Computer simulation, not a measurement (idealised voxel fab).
Process module name: voxel transistor to metal
Xsec cut, 295 nm wide, square cell size 5 nm.
This document writes a cross-section as a grid whose cells are square, and gives it as bands, listed from the top down; one or more rows of cells form a band. Per band: top height and bottom height in nm, followed by the left-to-right materials and their widths in nm; "everywhere" marks a single material spanning edge to edge, "blank" marks empty space. Counting heights begins at 0, where everything beneath is, in the wafer as received, one material. The lowest band has no bottom; it goes on downwards, as "0 -> down" shows. Top row gets the first number, bottom row gets the second, and each row in between changes by the same step: that is how a band width like "30 to 40" works. For the purposes of this document, the phrase "stayed the same" attached to a step denotes that no cell within the cross-section was modified by that step. Empty spaces counting at least 8 cells and having no open way to the top are listed in "Listed closed voids". The notation width x height at distance is used for each, the distance being from the left edge and all three values in nm. Anything after a step's settings on that line? It's the simulator's own note about the step. Steps that use a mask can have "overlay nm" on their line. It says how far the mask sat to the right of where it was meant to be. Negative means to the left.
Below is the list of planned process steps:
1 RECEIVE, material Si
2 CONFORMAL_DEP, material SiO2, thk nm 5
3 CONFORMAL_DEP, material SiN, thk nm 10
4 MASKED_ETCH, tone cover, mask id ACTIVE, width nm 115, pitch nm 135, etch materials SiN, depth nm 10, overlay nm 0
5 MASKED_ETCH, tone cover, mask id ACTIVE, width nm 115, pitch nm 135, etch materials SiO2, depth nm 5, overlay nm 0
6 MASKED_ETCH, tone cover, mask id ACTIVE, width nm 115, pitch nm 135, etch materials Si, depth nm 20, overlay nm 0
7 FILL_DEP, material SiO2, thk nm 15
8 CMP, height nm 15
9 SELECTIVE_ETCH, etch materials SiO2, depth nm 10
10 STRIP, etch materials SiN
11 SELECTIVE_ETCH, etch materials SiO2, depth nm 5
12 OXIDIZE, depth nm 5
13 DIRECTIONAL_DEP, material polySi, thk nm 30
14 DIRECTIONAL_DEP, material SiCN, thk nm 15
15 DIRECTIONAL_DEP, material aC, thk nm 15
16 PATTERN, tone cover, mask id GATE, material resist, width nm 25, pitch nm 135, thk nm 35, overlay nm 0
17 DIRECTIONAL_ETCH, etch materials aC, depth nm 15
18 STRIP, etch materials resist
19 DIRECTIONAL_ETCH, etch materials SiCN, depth nm 25
20 DIRECTIONAL_ETCH, etch materials polySi, depth nm 40
21 STRIP, etch materials aC
22 CONFORMAL_DEP, material SiO2, thk nm 5
23 DIRECTIONAL_ETCH, etch materials SiO2, depth nm 5
24 CONFORMAL_DEP, material SiN, thk nm 10
25 DIRECTIONAL_ETCH, etch materials SiN, depth nm 10
26 DIRECTIONAL_ETCH, etch materials SiO2, depth nm 5
27 DIRECTIONAL_ETCH, etch materials Si, depth nm 10
28 EPI, material SiGe, thk nm 10
29 FILL_DEP, material SiO2, thk nm 5
30 CMP, height nm 30
31 STRIP, etch materials polySi
32 SELECTIVE_ETCH, etch materials SiO2, depth nm 5
33 CONFORMAL_DEP, material HfO2, thk nm 5
34 CONFORMAL_DEP, material TiN, thk nm 5
35 FILL_DEP, material W, thk nm 10
36 CMP, height nm 25
37 DIRECTIONAL_DEP, material SiO2, thk nm 10
38 MASKED_ETCH, tone open, mask id CONTACT, width nm 20, etch materials SiO2, depth nm 30, overlay nm 0
39 CONFORMAL_DEP, material TiN, thk nm 5
40 FILL_DEP, material W, thk nm 5
41 CMP, height nm 35
42 CONFORMAL_DEP, material SiN, thk nm 5
43 DIRECTIONAL_DEP, material lowk, thk nm 15
44 MASKED_ETCH, tone open, mask id METAL_1, width nm 20, etch materials lowk, depth nm 15, overlay nm 0
45 MASKED_ETCH, tone open, mask id METAL_1, width nm 20, etch materials SiN, depth nm 5, overlay nm 0
46 CONFORMAL_DEP, material TiN, thk nm 5
47 FILL_DEP, material Cu, thk nm 10
48 CMP, height nm 55
49 CONFORMAL_DEP, material SiCN, thk nm 5
50 DIRECTIONAL_DEP, material lowk, thk nm 30
51 DIRECTIONAL_DEP, material aC, thk nm 10
52 PATTERN, tone open, mask id METAL_2_HOLES, material resist, width nm 15, pitch nm 135, thk nm 30, overlay nm 0
53 DIRECTIONAL_ETCH, etch materials aC, depth nm 10
54 STRIP, etch materials resist
55 DIRECTIONAL_ETCH, etch materials lowk, depth nm 30
56 STRIP, etch materials aC
57 PATTERN, tone open, mask id METAL_2, material resist, width nm 20, pitch nm 135, thk nm 15, overlay nm 0
58 DIRECTIONAL_ETCH, etch materials lowk, depth nm 15
59 DIRECTIONAL_ETCH, etch materials SiCN, depth nm 5
60 STRIP, etch materials resist
61 CONFORMAL_DEP, material TiN, thk nm 5
62 FILL_DEP, material Ru, thk nm 10
63 CMP, height nm 90
64 CONFORMAL_DEP, material SiCN, thk nm 5
The plan shows the depth nm of step 38 as the first wafer had it; this setting differs between the wafers, which start out alike.
As-received state after step 1, first of several wafers, cross-section:
* 0 -> down | Si everywhere
* Listed closed voids: none
Cross-section after step 64, the final step of the module, for the first of several wafers:
* 95 -> 90 | SiCN everywhere
* 90 -> 80 | 25 of lowk; 5 of TiN; 10 of Ru; 5 of TiN; 115 of lowk; 5 of TiN; 10 of Ru; 5 of TiN; 115 of lowk
* 80 -> 75 | 25 of lowk; 5 of TiN; 5 of Ru; 10 of TiN; 115 of lowk; 5 of TiN; 5 of Ru; 10 of TiN; 115 of lowk
* 75 -> 60 | 25 of lowk; 5 of TiN; 5 of Ru; 5 of TiN; 120 of lowk; 5 of TiN; 5 of Ru; 5 of TiN; 120 of lowk
* 60 -> 55 | 25 of SiCN; 15 of TiN; 120 of SiCN; 15 of TiN; 120 of SiCN
* 55 -> 40 | 25 of lowk; 5 of TiN; 10 of Cu; 5 of TiN; 65 of lowk; 5 of TiN; 10 of Cu; 5 of TiN; 30 of lowk; 5 of TiN; 10 of Cu; 5 of TiN; 65 of lowk; 5 of TiN; 10 of Cu; 5 of TiN; 30 of lowk
* 40 -> 35 | 25 of SiN; 20 of TiN; 65 of SiN; 20 of TiN; 30 of SiN; 20 of TiN; 65 of SiN; 20 of TiN; 30 of SiN
* 35 -> 25 | 25 of SiO2; 5 of TiN; 10 of W; 5 of TiN; 65 of SiO2; 5 of TiN; 10 of W; 5 of TiN; 30 of SiO2; 5 of TiN; 10 of W; 5 of TiN; 65 of SiO2; 5 of TiN; 10 of W; 5 of TiN; 30 of SiO2
* 25 -> 10 | 25 of SiO2; 5 of TiN; 10 of W; 5 of TiN; 5 of SiO2; 10 of SiN; 5 of HfO2; 5 of TiN; 15 of W; 5 of TiN; 5 of HfO2; 10 of SiN; 5 of SiO2; 5 of TiN; 10 of W; 5 of TiN; 30 of SiO2; 5 of TiN; 10 of W; 5 of TiN; 5 of SiO2; 10 of SiN; 5 of HfO2; 5 of TiN; 15 of W; 5 of TiN; 5 of HfO2; 10 of SiN; 5 of SiO2; 5 of TiN; 10 of W; 5 of TiN; 30 of SiO2
* 10 -> 5 | 25 of SiO2; 20 of TiN; 5 of SiO2; 10 of SiN; 5 of HfO2; 5 of TiN; 15 of W; 5 of TiN; 5 of HfO2; 10 of SiN; 5 of SiO2; 20 of TiN; 30 of SiO2; 20 of TiN; 5 of SiO2; 10 of SiN; 5 of HfO2; 5 of TiN; 15 of W; 5 of TiN; 5 of HfO2; 10 of SiN; 5 of SiO2; 20 of TiN; 30 of SiO2
* 5 -> 0 | 40 of SiO2; 10 of SiGe; 10 of SiN; 5 of HfO2; 25 of TiN; 5 of HfO2; 10 of SiN; 10 of SiGe; 60 of SiO2; 10 of SiGe; 10 of SiN; 5 of HfO2; 25 of TiN; 5 of HfO2; 10 of SiN; 10 of SiGe; 45 of SiO2
* 0 -> -5 | 40 of SiO2; 10 of SiGe; 10 of SiO2; 35 of HfO2; 10 of SiO2; 10 of SiGe; 60 of SiO2; 10 of SiGe; 10 of SiO2; 35 of HfO2; 10 of SiO2; 10 of SiGe; 45 of SiO2
* -5 -> -15 | 20 of SiO2; 30 of SiGe; 55 of Si; 30 of SiGe; 20 of SiO2; 30 of SiGe; 55 of Si; 30 of SiGe; 25 of SiO2
* -15 -> -20 | 20 of SiO2; 115 of Si; 20 of SiO2; 115 of Si; 25 of SiO2
* -20 -> down | Si everywhere
* Listed closed voids: none
The module's end: a cross-section of the last wafer:
* 95 -> 90 | SiCN everywhere
* 90 -> 80 | 25 of lowk; 5 of TiN; 10 of Ru; 5 of TiN; 115 of lowk; 5 of TiN; 10 of Ru; 5 of TiN; 115 of lowk
* 80 -> 75 | 25 of lowk; 5 of TiN; 5 of Ru; 10 of TiN; 115 of lowk; 5 of TiN; 5 of Ru; 10 of TiN; 115 of lowk
* 75 -> 60 | 25 of lowk; 5 of TiN; 5 of Ru; 5 of TiN; 120 of lowk; 5 of TiN; 5 of Ru; 5 of TiN; 120 of lowk
* 60 -> 55 | 25 of SiCN; 15 of TiN; 120 of SiCN; 15 of TiN; 120 of SiCN
* 55 -> 40 | 25 of lowk; 5 of TiN; 10 of Cu; 5 of TiN; 65 of lowk; 5 of TiN; 10 of Cu; 5 of TiN; 30 of lowk; 5 of TiN; 10 of Cu; 5 of TiN; 65 of lowk; 5 of TiN; 10 of Cu; 5 of TiN; 30 of lowk
* 40 -> 35 | 25 of SiN; 20 of TiN; 65 of SiN; 20 of TiN; 30 of SiN; 20 of TiN; 65 of SiN; 20 of TiN; 30 of SiN
* 35 -> 25 | 25 of SiO2; 5 of TiN; 10 of W; 5 of TiN; 65 of SiO2; 5 of TiN; 10 of W; 5 of TiN; 30 of SiO2; 5 of TiN; 10 of W; 5 of TiN; 65 of SiO2; 5 of TiN; 10 of W; 5 of TiN; 30 of SiO2
* 25 -> 10 | 25 of SiO2; 5 of TiN; 10 of W; 5 of TiN; 5 of SiO2; 10 of SiN; 5 of HfO2; 5 of TiN; 15 of W; 5 of TiN; 5 of HfO2; 10 of SiN; 5 of SiO2; 5 of TiN; 10 of W; 5 of TiN; 30 of SiO2; 5 of TiN; 10 of W; 5 of TiN; 5 of SiO2; 10 of SiN; 5 of HfO2; 5 of TiN; 15 of W; 5 of TiN; 5 of HfO2; 10 of SiN; 5 of SiO2; 5 of TiN; 10 of W; 5 of TiN; 30 of SiO2
* 10 -> 5 | 25 of SiO2; 5 of TiN; 5 of W; 10 of TiN; 5 of SiO2; 10 of SiN; 5 of HfO2; 5 of TiN; 15 of W; 5 of TiN; 5 of HfO2; 10 of SiN; 5 of SiO2; 10 of TiN; 5 of W; 5 of TiN; 30 of SiO2; 5 of TiN; 5 of W; 10 of TiN; 5 of SiO2; 10 of SiN; 5 of HfO2; 5 of TiN; 15 of W; 5 of TiN; 5 of HfO2; 10 of SiN; 5 of SiO2; 10 of TiN; 5 of W; 5 of TiN; 30 of SiO2
* 5 -> 0 | 25 of SiO2; 5 of TiN; 5 of W; 5 of TiN; 10 of SiGe; 10 of SiN; 5 of HfO2; 25 of TiN; 5 of HfO2; 10 of SiN; 10 of SiGe; 5 of TiN; 5 of W; 5 of TiN; 30 of SiO2; 5 of TiN; 5 of W; 5 of TiN; 10 of SiGe; 10 of SiN; 5 of HfO2; 25 of TiN; 5 of HfO2; 10 of SiN; 10 of SiGe; 5 of TiN; 5 of W; 5 of TiN; 30 of SiO2
* 0 -> -5 | 25 of SiO2; 15 of TiN; 10 of SiGe; 10 of SiO2; 35 of HfO2; 10 of SiO2; 10 of SiGe; 15 of TiN; 30 of SiO2; 15 of TiN; 10 of SiGe; 10 of SiO2; 35 of HfO2; 10 of SiO2; 10 of SiGe; 15 of TiN; 30 of SiO2
* -5 -> -15 | 20 of SiO2; 30 of SiGe; 55 of Si; 30 of SiGe; 20 of SiO2; 30 of SiGe; 55 of Si; 30 of SiGe; 25 of SiO2
* -15 -> -20 | 20 of SiO2; 115 of Si; 20 of SiO2; 115 of Si; 25 of SiO2
* -20 -> down | Si everywhere
* Listed closed voids: none
each wafer at the end: cells of each material gained (+) or lost (-) since it was received, then its closed voids:
depth nm 30 | +24 Cu | +34 HfO2 | +16 Ru | -146 Si | +112 SiCN | +64 SiGe | +83 SiN | +275 SiO2 | +154 TiN | +64 W | +441 lowk | Listed closed voids: none
depth nm 35 | +24 Cu | +34 HfO2 | +16 Ru | -146 Si | +112 SiCN | +64 SiGe | +83 SiN | +263 SiO2 | +162 TiN | +68 W | +441 lowk | Listed closed voids: none
depth nm 40 | +24 Cu | +34 HfO2 | +16 Ru | -146 Si | +112 SiCN | +64 SiGe | +83 SiN | +251 SiO2 | +170 TiN | +72 W | +441 lowk | Listed closed voids: none
depth nm 45 | +24 Cu | +34 HfO2 | +16 Ru | -146 Si | +112 SiCN | +64 SiGe | +83 SiN | +251 SiO2 | +170 TiN | +72 W | +441 lowk | Listed closed voids: none
depth nm 50 | +24 Cu | +34 HfO2 | +16 Ru | -146 Si | +112 SiCN | +64 SiGe | +83 SiN | +251 SiO2 | +170 TiN | +72 W | +441 lowk | Listed closed voids: none
depth nm 55 | +24 Cu | +34 HfO2 | +16 Ru | -146 Si | +112 SiCN | +64 SiGe | +83 SiN | +251 SiO2 | +170 TiN | +72 W | +441 lowk | Listed closed voids: none
